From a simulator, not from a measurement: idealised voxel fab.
This is a process module. Its name is voxel spacer lines.
It is cross-section cut that appears here, measuring 195 nm in width, its square cells being 5 nm in size.
Cross-section spec: square-cell grid; bands listed top down; each band is one or more rows.
The band entry comprises the height of the band's top followed by the height of its bottom, expressed in nm, and subsequently the band's materials from left to right, each stated together with its width in nm. Where a single material is marked with the word "full width", that material fills the band from edge to edge. The word "empty" represents empty space.
Height datum 0, below which the as-received substrate wafer is one material. Lowest band open at the bottom, running downward: "0 nm and below".
Quick explanation for "30..40": the width changes in equal steps down the rows of cells, from the first number in the band's top row to the second number in its bottom row.
Reading "nothing was modified" for a step: not a cell of the cross-section changed in it.
For the entry "Enclosed void catalog", the listed items are empty spaces with no open way to the top whose size is 8 cells or more; each item follows the pattern width x height at distance, where distance is from the left edge and all three are in nm.
Whatever follows a step's settings on its line is a remark the simulator itself makes about that step.
overlay nm: for a step with a mask, the amount by which the mask lay right of where it was planned; a negative amount means left of it.

The planned process steps are enumerated hereunder:
1. RECEIVE, material Si
2. CONFORMAL_DEP, material SiO2, thk nm 10
3. DIRECTIONAL_DEP, material TiN, thk nm 15
4. DIRECTIONAL_DEP, material aC, thk nm 30
5. PATTERN, tone cover, mask id MANDREL, material resist, width nm 20, pitch nm 70, thk nm 35, overlay nm 0
6. DIRECTIONAL_ETCH, etch materials aC, depth nm 30
7. STRIP, etch materials resist
8. CONFORMAL_DEP, material SiN, thk nm 15
9. DIRECTIONAL_ETCH, etch materials SiN, depth nm 15
10. STRIP, etch materials aC
11. DIRECTIONAL_ETCH, etch materials TiN, depth nm 15
12. STRIP, etch materials SiN

As received, after step 1:
	0 nm and below: Si full width
	Enclosed void catalog: none

Here's the cross-section of the first of our two wafers at the end of the module - it ran as planned:
	25 nm to 10 nm: TiN=15  empty=20  TiN=15  empty=20  TiN=15  empty=20  TiN=15  empty=20  TiN=15  empty=20  TiN=15  empty=5
	10 nm to 0 nm: SiO2 full width
	0 nm and below: Si full width
	Enclosed void catalog: none

Cross-section, second wafer: same start as the first, same plan as the first, one mistake in running it; taken at the end of the module:
	30 nm to 15 nm: TiN=15  empty=20  TiN=15  empty=20  TiN=15  empty=20  TiN=15  empty=20  TiN=15  empty=20  TiN=15  empty=5
	15 nm to 0 nm: SiO2 full width
	0 nm and below: Si full width
	Enclosed void catalog: none
Misprocessing identified: step 2 deviated from plan and actually ran as CONFORMAL_DEP, material SiO2, thk nm 15
Final wafer comparison in cells, second versus first, more or fewer per material: SiO2: 39 more
